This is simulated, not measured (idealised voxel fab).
Process module heading - voxel wiring stack
FYI the section here is cut, 220 nm wide, cells are 5 nm squares.
Format of a cross-section: grid, square cells. Given as bands. Order: top down. Band: one or more rows of cells.
Within each band entry, the heights of the top and of the bottom of the band appear first, in that order and in nm; the materials of the band then follow from left to right, each with its corresponding width in nm. The designation "full width" on a single material indicates that it fills the band from edge to edge; the designation "empty" indicates empty space.
Basically, 0 is our baseline, since under it the wafer straight out of the box is all one material. The bottom band has no lower end and keeps on going down, so it looks like "z 0 and below".
A two-number width, for instance "30->40", indicates that the width is equal to the first number in the top row of the band and to the second number in the bottom row, and that it changes by a constant amount per row of cells.
Step marked "all unchanged"? Then no cell in the cross-section changed in it.
"Enclosed void inventory": empty spaces of 8 cells or more with no open way to the top, each given as width x height at distance, distance from the left edge, all in nm.
Formally, on a step line, whatever follows the settings is a remark that the simulator itself makes on the step.
The "overlay nm" setting may appear on a step's line; for a step that uses a mask, it gives how far to the right of its planned position the mask lay, and a negative value indicates the left.

## The planned process steps are enumerated hereunder
step 1: op RECEIVE | material Si
step 2: op CONFORMAL_DEP | material SiO2 | thk nm 15
step 3: op CONFORMAL_DEP | material SiN | thk nm 5
step 4: op DIRECTIONAL_DEP | material SiO2 | thk nm 15
step 5: op DIRECTIONAL_DEP | material aC | thk nm 15
step 6: op PATTERN | tone open | mask id METAL_1 | material resist | width nm 30 | pitch nm 45 | thk nm 30 | overlay nm 0
step 7: op DIRECTIONAL_ETCH | etch materials aC | depth nm 15
step 8: op STRIP | etch materials resist
step 9: op DIRECTIONAL_ETCH | etch materials SiO2 | depth nm 15
step 10: op DIRECTIONAL_ETCH | etch materials SiN | depth nm 5
step 11: op STRIP | etch materials aC
step 12: op CONFORMAL_DEP | material TiN | thk nm 5
step 13: op FILL_DEP | material Cu | thk nm 5
step 14: op CMP | height nm 35
step 15: op EPI | material Ru | thk nm 5
step 16: op FILL_DEP | material SiCN | thk nm 5
step 17: op DIRECTIONAL_DEP | material SiO2 | thk nm 30
step 18: op DIRECTIONAL_DEP | material aC | thk nm 10
step 19: op PATTERN | tone open | mask id METAL_2 | material resist | width nm 30 | pitch nm 45 | thk nm 25 | overlay nm 0
step 20: op DIRECTIONAL_ETCH | etch materials aC | depth nm 10
step 21: op STRIP | etch materials resist
step 22: op DIRECTIONAL_ETCH | etch materials SiO2 | depth nm 20
step 23: op STRIP | etch materials aC
step 24: op DIRECTIONAL_DEP | material aC | thk nm 10
step 25: op PATTERN | tone open | mask id METAL_2_HOLES | material resist | width nm 15 | pitch nm 45 | thk nm 30 | overlay nm 0
step 26: op DIRECTIONAL_ETCH | etch materials aC | depth nm 10
step 27: op STRIP | etch materials resist
step 28: op DIRECTIONAL_ETCH | etch materials SiO2 | depth nm 10
step 29: op DIRECTIONAL_ETCH | etch materials SiCN | depth nm 5
step 30: op STRIP | etch materials aC
step 31: op CONFORMAL_DEP | material TiN | thk nm 5
step 32: op FILL_DEP | material Cu | thk nm 5
step 33: op CMP | height nm 75
step 34: op CONFORMAL_DEP | material SiCN | thk nm 5
step 35: op DIRECTIONAL_DEP | material lowk | thk nm 30
step 36: op DIRECTIONAL_DEP | material aC | thk nm 10
step 37: op PATTERN | tone open | mask id METAL_3_HOLES | material resist | width nm 15 | pitch nm 90 | thk nm 25 | overlay nm 0
step 38: op DIRECTIONAL_ETCH | etch materials aC | depth nm 10
step 39: op STRIP | etch materials resist
step 40: op DIRECTIONAL_ETCH | etch materials lowk | depth nm 30
step 41: op STRIP | etch materials aC
step 42: op PATTERN | tone open | mask id METAL_3 | material resist | width nm 30 | pitch nm 45 | thk nm 20 | overlay nm 0
step 43: op DIRECTIONAL_ETCH | etch materials lowk | depth nm 20
step 44: op DIRECTIONAL_ETCH | etch materials SiCN | depth nm 5
step 45: op STRIP | etch materials resist
step 46: op CONFORMAL_DEP | material TiN | thk nm 5
step 47: op FILL_DEP | material Ru | thk nm 5
step 48: op CMP | height nm 110
step 49: op CONFORMAL_DEP | material SiCN | thk nm 5
step 50: op DIRECTIONAL_DEP | material lowk | thk nm 15
step 51: op DIRECTIONAL_DEP | material aC | thk nm 15
step 52: op PATTERN | tone open | mask id PLUG_3 | material resist | width nm 15 | pitch nm 45 | thk nm 30 | overlay nm 0
step 53: op DIRECTIONAL_ETCH | etch materials aC | depth nm 15
step 54: op STRIP | etch materials resist
step 55: op DIRECTIONAL_ETCH | etch materials lowk | depth nm 15
step 56: op DIRECTIONAL_ETCH | etch materials SiCN | depth nm 5
step 57: op STRIP | etch materials aC
step 58: op CONFORMAL_DEP | material TiN | thk nm 5
step 59: op FILL_DEP | material W | thk nm 5
step 60: op CMP | height nm 130
step 61: op DIRECTIONAL_DEP | material TiN | thk nm 5
step 62: op DIRECTIONAL_DEP | material W | thk nm 25
step 63: op PATTERN | tone cover | mask id METAL_4 | material resist | width nm 30 | pitch nm 45 | thk nm 15 | overlay nm 0
step 64: op DIRECTIONAL_ETCH | etch materials W | depth nm 25
step 65: op DIRECTIONAL_ETCH | etch materials TiN | depth nm 5
step 66: op STRIP | etch materials resist
step 67: op FILL_DEP | material SiO2 | thk nm 10
step 68: op CMP | height nm 160
step 69: op CONFORMAL_DEP | material SiN | thk nm 5

## Here's what the wafer looked like in cross-section when it arrived - that's after step 1
* z 0 and below | Si full width
* Enclosed void inventory: none

## Post-module cross-section of the first of two wafers (run per plan)
* z 165 to 160 | SiN full width
* z 160 to 135 | 25 of SiO2 | 30 of W | 15 of SiO2 | 30 of W | 15 of SiO2 | 30 of W | 15 of SiO2 | 30 of W | 30 of SiO2
* z 135 to 130 | 25 of SiO2 | 30 of TiN | 15 of SiO2 | 30 of TiN | 15 of SiO2 | 30 of TiN | 15 of SiO2 | 30 of TiN | 30 of SiO2
* z 130 to 115 | 25 of lowk | 5 of TiN | 5 of W | 5 of TiN | 30 of lowk | 5 of TiN | 5 of W | 5 of TiN | 30 of lowk | 5 of TiN | 5 of W | 5 of TiN | 30 of lowk | 5 of TiN | 5 of W | 5 of TiN | 45 of lowk
* z 115 to 110 | 25 of SiCN | 15 of TiN | 30 of SiCN | 15 of TiN | 30 of SiCN | 15 of TiN | 30 of SiCN | 15 of TiN | 45 of SiCN
* z 110 to 95 | 25 of lowk | 5 of TiN | 20 of Ru | 5 of TiN | 15 of lowk | 5 of TiN | 20 of Ru | 5 of TiN | 15 of lowk | 5 of TiN | 20 of Ru | 5 of TiN | 15 of lowk | 5 of TiN | 20 of Ru | 5 of TiN | 30 of lowk
* z 95 to 90 | 25 of lowk | 5 of TiN | 5 of Ru | 20 of TiN | 15 of lowk | 30 of TiN | 15 of lowk | 5 of TiN | 5 of Ru | 20 of TiN | 15 of lowk | 30 of TiN | 30 of lowk
* z 90 to 80 | 25 of lowk | 5 of TiN | 5 of Ru | 5 of TiN | 75 of lowk | 5 of TiN | 5 of Ru | 5 of TiN | 90 of lowk
* z 80 to 75 | 25 of SiCN | 15 of TiN | 75 of SiCN | 15 of TiN | 90 of SiCN
* z 75 to 60 | 25 of SiO2 | 5 of TiN | 20 of Cu | 5 of TiN | 15 of SiO2 | 5 of TiN | 20 of Cu | 5 of TiN | 15 of SiO2 | 5 of TiN | 20 of Cu | 5 of TiN | 15 of SiO2 | 5 of TiN | 20 of Cu | 5 of TiN | 30 of SiO2
* z 60 to 55 | 25 of SiO2 | 5 of TiN | 5 of Cu | 20 of TiN | 15 of SiO2 | 5 of TiN | 5 of Cu | 20 of TiN | 15 of SiO2 | 5 of TiN | 5 of Cu | 20 of TiN | 15 of SiO2 | 5 of TiN | 5 of Cu | 20 of TiN | 30 of SiO2
* z 55 to 45 | 25 of SiO2 | 5 of TiN | 5 of Cu | 5 of TiN | 30 of SiO2 | 5 of TiN | 5 of Cu | 5 of TiN | 30 of SiO2 | 5 of TiN | 5 of Cu | 5 of TiN | 30 of SiO2 | 5 of TiN | 5 of Cu | 5 of TiN | 45 of SiO2
* z 45 to 40 | 25 of SiCN | 15 of TiN | 30 of SiCN | 15 of TiN | 30 of SiCN | 15 of TiN | 30 of SiCN | 15 of TiN | 45 of SiCN
* z 40 to 35 | 20 of SiCN | 40 of Ru | 5 of SiCN | 40 of Ru | 5 of SiCN | 40 of Ru | 5 of SiCN | 40 of Ru | 25 of SiCN
* z 35 to 20 | 25 of SiO2 | 5 of TiN | 20 of Cu | 5 of TiN | 15 of SiO2 | 5 of TiN | 20 of Cu | 5 of TiN | 15 of SiO2 | 5 of TiN | 20 of Cu | 5 of TiN | 15 of SiO2 | 5 of TiN | 20 of Cu | 5 of TiN | 30 of SiO2
* z 20 to 15 | 25 of SiN | 30 of TiN | 15 of SiN | 30 of TiN | 15 of SiN | 30 of TiN | 15 of SiN | 30 of TiN | 30 of SiN
* z 15 to 0 | SiO2 full width
* z 0 and below | Si full width
* Enclosed void inventory: none

## The second wafer, shown in cross-section after the module: started the same way as the first and given the same plan, yet one mistake crept into how it was run
* z 165 to 160 | SiN full width
* z 160 to 135 | 25 of SiO2 | 30 of W | 15 of SiO2 | 30 of W | 15 of SiO2 | 30 of W | 15 of SiO2 | 30 of W | 30 of SiO2
* z 135 to 130 | 25 of SiO2 | 30 of TiN | 15 of SiO2 | 30 of TiN | 15 of SiO2 | 30 of TiN | 15 of SiO2 | 30 of TiN | 30 of SiO2
* z 130 to 115 | 25 of lowk | 5 of TiN | 5 of W | 5 of TiN | 30 of lowk | 5 of TiN | 5 of W | 5 of TiN | 30 of lowk | 5 of TiN | 5 of W | 5 of TiN | 30 of lowk | 5 of TiN | 5 of W | 5 of TiN | 45 of lowk
* z 115 to 110 | 25 of SiCN | 15 of TiN | 30 of SiCN | 15 of TiN | 30 of SiCN | 15 of TiN | 30 of SiCN | 15 of TiN | 45 of SiCN
* z 110 to 95 | 25 of lowk | 5 of TiN | 5 of Ru | 5 of TiN | 75 of lowk | 5 of TiN | 5 of Ru | 5 of TiN | 90 of lowk
* z 95 to 90 | 25 of lowk | 15 of TiN | 75 of lowk | 15 of TiN | 90 of lowk
* z 90 to 80 | lowk full width
* z 80 to 75 | SiCN full width
* z 75 to 60 | 25 of SiO2 | 5 of TiN | 20 of Cu | 5 of TiN | 15 of SiO2 | 5 of TiN | 20 of Cu | 5 of TiN | 15 of SiO2 | 5 of TiN | 20 of Cu | 5 of TiN | 15 of SiO2 | 5 of TiN | 20 of Cu | 5 of TiN | 30 of SiO2
* z 60 to 55 | 25 of SiO2 | 5 of TiN | 5 of Cu | 20 of TiN | 15 of SiO2 | 5 of TiN | 5 of Cu | 20 of TiN | 15 of SiO2 | 5 of TiN | 5 of Cu | 20 of TiN | 15 of SiO2 | 5 of TiN | 5 of Cu | 20 of TiN | 30 of SiO2
* z 55 to 45 | 25 of SiO2 | 5 of TiN | 5 of Cu | 5 of TiN | 30 of SiO2 | 5 of TiN | 5 of Cu | 5 of TiN | 30 of SiO2 | 5 of TiN | 5 of Cu | 5 of TiN | 30 of SiO2 | 5 of TiN | 5 of Cu | 5 of TiN | 45 of SiO2
* z 45 to 40 | 25 of SiCN | 15 of TiN | 30 of SiCN | 15 of TiN | 30 of SiCN | 15 of TiN | 30 of SiCN | 15 of TiN | 45 of SiCN
* z 40 to 35 | 20 of SiCN | 40 of Ru | 5 of SiCN | 40 of Ru | 5 of SiCN | 40 of Ru | 5 of SiCN | 40 of Ru | 25 of SiCN
* z 35 to 20 | 25 of SiO2 | 5 of TiN | 20 of Cu | 5 of TiN | 15 of SiO2 | 5 of TiN | 20 of Cu | 5 of TiN | 15 of SiO2 | 5 of TiN | 20 of Cu | 5 of TiN | 15 of SiO2 | 5 of TiN | 20 of Cu | 5 of TiN | 30 of SiO2
* z 20 to 15 | 25 of SiN | 30 of TiN | 15 of SiN | 30 of TiN | 15 of SiN | 30 of TiN | 15 of SiN | 30 of TiN | 30 of SiN
* z 15 to 0 | SiO2 full width
* z 0 and below | Si full width
* Enclosed void inventory: none
Processing error: yeah, plan step 35 got run twice
at the end the second wafer has, in cells: Ru -48, SiCN +6, TiN -42, lowk +84
